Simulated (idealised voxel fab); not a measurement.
process module | voxel self aligned vias
cross-section cut | 175 nm wide | cells 5 nm
A cross-section is a grid of square cells, given in bands from the top down. A band is one or more rows of cells.
Each band's line starts with the height of the band's top and of its bottom, in nm. Then come its materials from left to right, each with its width in nm. One material with "throughout" fills the band from edge to edge. "air" is empty space.
Height 0 is the level under which the wafer as received is all one material. The lowest band goes on downwards, as in "0 down".
A width such as "30 to 40" changes by the same amount from each row of cells to the next, from the band's top row to its bottom row.
"no change" after a step means that no cell of the cross-section changed.
closed voids: empty space of 8 cells or more with no open way to the top, each as width x height at its distance from the left edge, in nm
after a step's settings: what the simulator itself notes on the step
overlay nm, on a step with a mask: how far to the right of its planned place the mask lay; to the left if negative
plan
1 op RECEIVE | material Si
2 op CONFORMAL_DEP | material SiO2 | thk nm 15
3 op CONFORMAL_DEP | material SiCN | thk nm 5
4 op DIRECTIONAL_DEP | material lowk | thk nm 20
5 op PATTERN | tone open | mask id LINES | material resist | width nm 20 | pitch nm 70 | thk nm 15 | overlay nm 0
6 op DIRECTIONAL_ETCH | etch materials lowk | depth nm 20
7 op STRIP | etch materials resist
8 op CONFORMAL_DEP | material TiN | thk nm 5
9 op FILL_DEP | material Ru | thk nm 10
10 op CMP | height nm 40
11 op SELECTIVE_ETCH | etch materials W Ru TiN | depth nm 5
12 op FILL_DEP | material SiN | thk nm 10
13 op CMP | height nm 40
14 op DIRECTIONAL_DEP | material lowk | thk nm 20
15 op PATTERN | tone open | mask id VIAS | material resist | width nm 40 | thk nm 20 | overlay nm 0
16 op DIRECTIONAL_ETCH | etch materials lowk | depth nm 20
17 op DIRECTIONAL_ETCH | etch materials SiN | depth nm 5
18 op STRIP | etch materials resist
19 op CONFORMAL_DEP | material TiN | thk nm 5
20 op FILL_DEP | material W | thk nm 5
21 op CMP | height nm 60
22 op CONFORMAL_DEP | material SiCN | thk nm 5
as received, after step 1
  0 down: Si throughout
  closed voids: none
first wafer at the end, as planned
  65 to 60: SiCN throughout
  60 to 45: lowk 30 | TiN 5 | W 30 | TiN 5 | lowk 105
  45 to 40: lowk 30 | TiN 15 | W 10 | TiN 15 | lowk 105
  40 to 35: lowk 40 | TiN 20 | lowk 50 | SiN 20 | lowk 45
  35 to 25: lowk 40 | TiN 5 | Ru 10 | TiN 5 | lowk 50 | TiN 5 | Ru 10 | TiN 5 | lowk 45
  25 to 20: lowk 40 | TiN 20 | lowk 50 | TiN 20 | lowk 45
  20 to 15: SiCN throughout
  15 to 0: SiO2 throughout
  0 down: Si throughout
  closed voids: none
second wafer at the end: like start, like plan, one mistake
  65 to 60: SiCN throughout
  60 to 45: lowk 30 | TiN 5 | SiN 30 | TiN 5 | lowk 105
  45 to 40: lowk 30 | TiN 15 | SiN 10 | TiN 15 | lowk 105
  40 to 35: lowk 40 | TiN 20 | lowk 50 | SiN 20 | lowk 45
  35 to 25: lowk 40 | TiN 5 | Ru 10 | TiN 5 | lowk 50 | TiN 5 | Ru 10 | TiN 5 | lowk 45
  25 to 20: lowk 40 | TiN 20 | lowk 50 | TiN 20 | lowk 45
  20 to 15: SiCN throughout
  15 to 0: SiO2 throughout
  0 down: Si throughout
  closed voids: none
what went wrong: step 20 ran as: op FILL_DEP | material SiN | thk nm 5
at the end the second wafer has, in cells: 20 more of SiN | 20 fewer of W
